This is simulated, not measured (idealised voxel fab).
You're looking at the process module voxel ribs on slabs.
It is cross-section cut that appears here, measuring 140 nm in width, its square cells being 5 nm in size.
Cross-section, as written here: a square-cell grid given band by band from the top down, where a band holds one or more rows of cells. What a band's entry tells you: where the top is and where the bottom is, as heights in nm, and after that what lies inside, material by material from left to right, each with its width in nm. Empty space is written as the word "blank", and a single material marked with the word "everywhere" occupies the band from edge to edge. Where do heights start? At 0: under that level the wafer as delivered is made of one material only. And the lowest band has no floor; it just carries on downward, as in "0 -> down". Per-row width for "30..40": begins at first number (top row of band), ends at second number (bottom row), increment between rows held constant. Key: "remained the same" - step with no changed cell in the cross-section. Enclosed voids (no open way to top), threshold 8 cells or more, entry "Voids, sealed", notation width x height at distance, distance from left edge, nm. That trailing text on a step's line, after the settings, is the simulator's own remark on the step. overlay nm: how far to the right of its planned place the mask lay on this masked step (negative: to the left).
Steps planned for the process
1 RECEIVE, material Si
2 DIRECTIONAL_DEP, material SiO2, thk nm 30
3 DIRECTIONAL_DEP, material SiN, thk nm 15
4 DIRECTIONAL_DEP, material aC, thk nm 10
5 PATTERN, tone cover, mask id RIB, material resist, width nm 30, thk nm 30, overlay nm 0
6 DIRECTIONAL_ETCH, etch materials aC, depth nm 10
7 STRIP, etch materials resist
8 DIRECTIONAL_ETCH, etch materials SiN, depth nm 5
9 STRIP, etch materials aC
10 MASKED_ETCH, tone cover, mask id SLAB, width nm 90, etch materials SiN, depth nm 10, overlay nm 0
11 FILL_DEP, material SiO2, thk nm 30
12 CMP, height nm 65
13 DIRECTIONAL_DEP, material W, thk nm 10
14 DIRECTIONAL_DEP, material aC, thk nm 10
15 PATTERN, tone cover, mask id HEATER, material resist, width nm 40, thk nm 30, overlay nm 0
16 DIRECTIONAL_ETCH, etch materials aC, depth nm 10
17 STRIP, etch materials resist
18 DIRECTIONAL_ETCH, etch materials W, depth nm 10
19 STRIP, etch materials aC
20 CONFORMAL_DEP, material SiN, thk nm 10
Delivered wafer in cross-section: state after step 1
  0 -> down = Si everywhere
  Voids, sealed: none
First wafer at the end, as planned
  85 -> 75 = blank 40 nm | SiN 60 nm | blank 40 nm
  75 -> 65 = SiN 50 nm | W 40 nm | SiN 50 nm
  65 -> 45 = SiO2 everywhere
  45 -> 40 = SiO2 55 nm | SiN 30 nm | SiO2 55 nm
  40 -> 30 = SiO2 25 nm | SiN 90 nm | SiO2 25 nm
  30 -> 0 = SiO2 everywhere
  0 -> down = Si everywhere
  Voids, sealed: none
Cross-section, second wafer: same start as the first, same plan as the first, one mistake in running it; taken at the end of the module
  85 -> 75 = blank 45 nm | SiN 50 nm | blank 45 nm
  75 -> 65 = SiN 55 nm | W 30 nm | SiN 55 nm
  65 -> 45 = SiO2 everywhere
  45 -> 40 = SiO2 55 nm | SiN 30 nm | SiO2 55 nm
  40 -> 30 = SiO2 25 nm | SiN 90 nm | SiO2 25 nm
  30 -> 0 = SiO2 everywhere
  0 -> down = Si everywhere
  Voids, sealed: none
In executing the process, a mistake was made relative to the plan: step 15 was processed under conditions differing from the plan, specifically as PATTERN, tone cover, mask id HEATER, material resist, width nm 30, thk nm 30, overlay nm 0
Counted in cells at the end, the second wafer holds more or fewer of these materials than the first: W -4
